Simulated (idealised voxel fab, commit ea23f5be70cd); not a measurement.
Proc. module: voxel double patterning
The cross-section shown here is cut; it is 190 nm wide and divided into square cells measuring 5 nm on a side.
In this document a cross-section is written as a grid of square cells. It is given as a series of bands, listed from the top down, and a band is one or more rows of cells.
The entry gives the band's vertical extent as a top height and a bottom height in nm, then its horizontal make-up as materials from left to right, each with a width in nm. "air" stands for empty space; a single material marked "all across" fills the band edge to edge.
Note: height 0 marks the level under which the wafer is uniformly one material as received. Lowest band unbounded below, written "from 0 down".
Quick explanation for "30 to 40": the width changes in equal steps down the rows of cells, from the first number in the band's top row to the second number in its bottom row.
Take "nothing changed" at face value: in the step it is given for, the cross-section changed in none of its cells.
Each empty space that has no open way to the top and spans at least 8 cells appears under "Encapsulated voids" as width x height at distance, the distance counted from the left edge, all in nm.
Post-settings text on a step line: simulator's own remark regarding the step.
"overlay nm" on a masked step: distance the mask lay right of its planned place, negative for left.
**Steps in the process plan**
- 1: RECEIVE,material Si
- 2: CONFORMAL_DEP,material SiO2,thk nm 10
- 3: DIRECTIONAL_DEP,material polySi,thk nm 10
- 4: DIRECTIONAL_DEP,material SiCN,thk nm 10
- 5: PATTERN,tone open,mask id FIRST,material resist,width nm 15,pitch nm 50,thk nm 20,overlay nm 0
- 6: DIRECTIONAL_ETCH,etch materials SiCN,depth nm 10
- 7: STRIP,etch materials resist
- 8: MASKED_ETCH,tone open,mask id SECOND,width nm 15,etch materials SiCN,depth nm 10,overlay nm 0
- 9: DIRECTIONAL_ETCH,etch materials polySi,depth nm 10
- 10: STRIP,etch materials SiCN
**As-received state of the wafer in cross-section, equivalent to post-step 1**
* from 0 down: Si all across
* Encapsulated voids: none
**Final cross-section, module run with one mistake (start and plan as above)**
* from 30 to 20: SiCN: 60 / air: 15 / SiCN: 10 / air: 15 / SiCN: 10 / air: 15 / SiCN: 65
* from 20 to 10: polySi: 60 / air: 15 / polySi: 10 / air: 15 / polySi: 10 / air: 15 / polySi: 65
* from 10 to 0: SiO2 all across
* from 0 down: Si all across
* Encapsulated voids: none
What was done differently from what was planned? it should be noted that step 10 of the plan was omitted and was not performed
